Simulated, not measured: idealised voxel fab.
The process module that follows is named voxel plated lines.
It is cross-section cut that appears here, measuring 270 nm in width, its square cells being 5 nm in size.
When this document writes out a cross-section, it uses a grid of square cells and lists it as bands, beginning at the top and moving down, with a band standing for one or more rows of cells. Per band: top height and bottom height in nm, followed by the left-to-right materials and their widths in nm; "edge to edge" marks a single material spanning edge to edge, "empty" marks empty space. Height 0 is the level under which the wafer as received is all one material. The lowest band goes on downwards, as in "0 nm and below". So if you see something like "30..40" for the width, read it as the top row of the band sitting at the first number and the bottom row at the second, with every row in between moving by the same amount as the last. For the purposes of this document, the phrase "no modification" attached to a step denotes that no cell within the cross-section was modified by that step. The entry titled "Unvented voids" provides the empty spaces that have no open way to the top, restricted to those of 8 cells or more. Each is presented as width x height at distance, the distance being measured from the left edge, with all three in nm. On each step's line, the part that comes after the settings is the simulator's own comment on the step. overlay nm, on a step with a mask: how far to the right of its planned place the mask lay; to the left if negative.
THE PROCESS STEPS THAT WERE PLANNED ARE LISTED BELOW
| 1 | RECEIVE | material Si |
| 2 | CONFORMAL_DEP | material SiO2 | thk nm 15 |
| 3 | DIRECTIONAL_DEP | material TiN | thk nm 5 |
| 4 | PATTERN | tone open | mask id LINES | material resist | width nm 15 | pitch nm 35 | thk nm 15 | overlay nm 0 |
| 5 | EPI | material Ru | thk nm 10 |
| 6 | STRIP | etch materials resist |
| 7 | DIRECTIONAL_ETCH | etch materials TiN | depth nm 5 |
| 8 | CONFORMAL_DEP | material SiO2 | thk nm 10 |
AS RECEIVED, AFTER STEP 1
    0 nm and below  Si edge to edge
    Unvented voids: none
CROSS-SECTION, FIRST OF TWO WAFERS, END OF MODULE, RUN AS PLANNED
    40 nm to 30 nm  empty (80)  SiO2 (105)  empty (85)
    30 nm to 25 nm  empty (80)  SiO2 (10)  Ru (15)  SiO2 (20)  Ru (15)  SiO2 (20)  Ru (15)  SiO2 (10)  empty (85)
    25 nm to 20 nm  SiO2 (90)  Ru (15)  SiO2 (20)  Ru (15)  SiO2 (20)  Ru (15)  SiO2 (95)
    20 nm to 15 nm  SiO2 (90)  TiN (15)  SiO2 (20)  TiN (15)  SiO2 (20)  TiN (15)  SiO2 (95)
    15 nm to 0 nm  SiO2 edge to edge
    0 nm and below  Si edge to edge
    Unvented voids: none
WHAT THE SECOND WAFER LOOKS LIKE IN CROSS-SECTION ONCE THE MODULE IS DONE. ITS START AND ITS PLAN MATCHED THE FIRST WAFER'S EXACTLY; WHAT DIFFERED WAS ONE MISTAKE IN HOW IT WAS RUN
    35 nm to 25 nm  empty (80)  SiO2 (105)  empty (85)
    25 nm to 20 nm  SiO2 (90)  Ru (15)  SiO2 (20)  Ru (15)  SiO2 (20)  Ru (15)  SiO2 (95)
    20 nm to 15 nm  SiO2 (90)  TiN (15)  SiO2 (20)  TiN (15)  SiO2 (20)  TiN (15)  SiO2 (95)
    15 nm to 0 nm  SiO2 edge to edge
    0 nm and below  Si edge to edge
    Unvented voids: none
Misprocessing identified: planned and actual differ for step 5; actual: EPI | material Ru | thk nm 5
End of process, cell counts, second wafer against first, materials with more or fewer: Ru: 9 fewer | SiO2: 12 fewer
